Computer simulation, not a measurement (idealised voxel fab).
process module | voxel self aligned contacts
cross-section cut | 270 nm wide | cells 5 nm
A cross-section is a grid of square cells, given in bands from the top down. A band is one or more rows of cells.
Each band's line starts with the height of the band's top and of its bottom, in nm. Then come its materials from left to right, each with its width in nm. One material with "throughout" fills the band from edge to edge. "air" is empty space.
Height 0 is the level under which the wafer as received is all one material. The lowest band goes on downwards, as in "0 down".
A width such as "30 to 40" changes by the same amount from each row of cells to the next, from the band's top row to its bottom row.
"no change" after a step means that no cell of the cross-section changed.
closed voids: empty space of 8 cells or more with no open way to the top, each as width x height at its distance from the left edge, in nm
after a step's settings: what the simulator itself notes on the step
overlay nm, on a step with a mask: how far to the right of its planned place the mask lay; to the left if negative
plan
1 op RECEIVE | material Si
2 op OXIDIZE | depth nm 5
3 op DIRECTIONAL_DEP | material polySi | thk nm 30
4 op DIRECTIONAL_DEP | material SiN | thk nm 20
5 op DIRECTIONAL_DEP | material aC | thk nm 10
6 op PATTERN | tone cover | mask id GATE | material resist | width nm 35 | pitch nm 70 | thk nm 25 | overlay nm 0
7 op DIRECTIONAL_ETCH | etch materials aC | depth nm 10
8 op STRIP | etch materials resist
9 op DIRECTIONAL_ETCH | etch materials SiN | depth nm 20
10 op DIRECTIONAL_ETCH | etch materials polySi | depth nm 30
11 op STRIP | etch materials aC
12 op CONFORMAL_DEP | material SiN | thk nm 10
13 op DIRECTIONAL_ETCH | etch materials SiN | depth nm 10
14 op FILL_DEP | material SiO2 | thk nm 15
15 op CMP | height nm 60
16 op PATTERN | tone open | mask id CONTACT | material resist | width nm 45 | pitch nm 70 | thk nm 15 | overlay nm 0
17 op DIRECTIONAL_ETCH | etch materials SiO2 | depth nm 65
18 op STRIP | etch materials resist
19 op CONFORMAL_DEP | material TiN | thk nm 5
20 op FILL_DEP | material Ru | thk nm 5
21 op CMP | height nm 50
22 op CONFORMAL_DEP | material SiN | thk nm 5
varied across the wafers: height nm of step 21. The plan shows the first wafer's value. All wafers start alike
first wafer as received, after step 1
  0 down: Si throughout
  closed voids: none
each wafer at the end: cells of each material gained (+) or lost (-) since it was received, then its closed voids
height nm 50 | +20 Ru | -54 Si | +258 SiN | +198 SiO2 | +46 TiN | +126 polySi | closed voids: none
height nm 55 | +22 Ru | -54 Si | +258 SiN | +234 SiO2 | +62 TiN | +126 polySi | closed voids: none
height nm 60 | +36 Ru | -54 Si | +258 SiN | +270 SiO2 | +66 TiN | +126 polySi | closed voids: none
height nm 65 | +50 Ru | -54 Si | +258 SiN | +270 SiO2 | +106 TiN | +126 polySi | closed voids: none
height nm 70 | +104 Ru | -54 Si | +258 SiN | +270 SiO2 | +106 TiN | +126 polySi | closed voids: none
